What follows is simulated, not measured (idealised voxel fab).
This is a process module. Its name is voxel self aligned contacts.
Section cut is 220 nm wide and gridded with 5 nm square cells.
The cross-sections in this document take the form of a grid made of square cells. They are written out as bands, in order from top to bottom. Each band consists of one or more rows of cells. For a band, the entry starts with two heights in nm, that of the top and then that of the bottom, and carries on with the band's materials in order from left to right, each alongside its width in nm; the word "all across" beside a single material means it fills the band edge to edge, and "empty" means empty space. Note: height 0 marks the level under which the wafer is uniformly one material as received. Lowest band unbounded below, written "0 -> down". Width spec "30->40" -> top row of cells at first value, bottom row at second value, equal per-row change in between. Step note "no alterations made" = no cross-section cell changed. Closed empty spaces (no open way to the top) of 8 cells or more are what "Trapped void list" lists, each as width x height at distance from the left edge, nm for all three. Anything after a step's settings on that line? It's the simulator's own note about the step. The line of a step may include "overlay nm". On a step with a mask, this value is how far to the right of its planned place the mask lay. A negative value means the mask lay to the left.

The process steps that were planned are listed below:
1) RECEIVE with material Si
2) CONFORMAL_DEP with material SiO2, thk nm 5
3) DIRECTIONAL_DEP with material polySi, thk nm 25
4) DIRECTIONAL_DEP with material SiN, thk nm 15
5) PATTERN with tone cover, mask id GATE, material resist, width nm 35, pitch nm 70, thk nm 20, overlay nm 0
6) DIRECTIONAL_ETCH with etch materials SiN, depth nm 15
7) DIRECTIONAL_ETCH with etch materials polySi, depth nm 25
8) STRIP with etch materials resist
9) CONFORMAL_DEP with material SiN, thk nm 5
10) DIRECTIONAL_ETCH with etch materials SiN, depth nm 5
11) FILL_DEP with material SiO2, thk nm 10
12) CMP with height nm 50
13) DIRECTIONAL_DEP with material aC, thk nm 10
14) PATTERN with tone open, mask id CONTACT, material resist, width nm 55, pitch nm 70, thk nm 30, overlay nm 0
15) DIRECTIONAL_ETCH with etch materials aC, depth nm 10
16) STRIP with etch materials resist
17) DIRECTIONAL_ETCH with etch materials SiO2, depth nm 50
18) STRIP with etch materials aC
19) CONFORMAL_DEP with material TiN, thk nm 5
20) FILL_DEP with material Ru, thk nm 10
21) CMP with height nm 50
22) CONFORMAL_DEP with material SiCN, thk nm 5

Here's what the wafer looked like in cross-section when it arrived - that's after step 1:
0 -> down  Si all across
Trapped void list: none

Cross-section at module end, one run error; start and plan unchanged from above:
55 -> 50  SiN all across
50 -> 45  SiO2 45 nm / TiN 20 nm / Ru 15 nm / TiN 20 nm / SiO2 15 nm / TiN 20 nm / Ru 15 nm / TiN 20 nm / SiO2 50 nm
45 -> 30  SiO2 15 nm / SiN 45 nm / TiN 5 nm / Ru 15 nm / TiN 5 nm / SiN 45 nm / TiN 5 nm / Ru 15 nm / TiN 5 nm / SiN 45 nm / SiO2 20 nm
30 -> 5  SiO2 15 nm / SiN 5 nm / polySi 35 nm / SiN 5 nm / TiN 5 nm / Ru 15 nm / TiN 5 nm / SiN 5 nm / polySi 35 nm / SiN 5 nm / TiN 5 nm / Ru 15 nm / TiN 5 nm / SiN 5 nm / polySi 35 nm / SiN 5 nm / SiO2 20 nm
5 -> 0  SiO2 60 nm / TiN 25 nm / SiO2 45 nm / TiN 25 nm / SiO2 65 nm
0 -> down  Si all across
Trapped void list: none
Run error: in deviation from the planned setting, step 22 was conducted as CONFORMAL_DEP with material SiN, thk nm 5
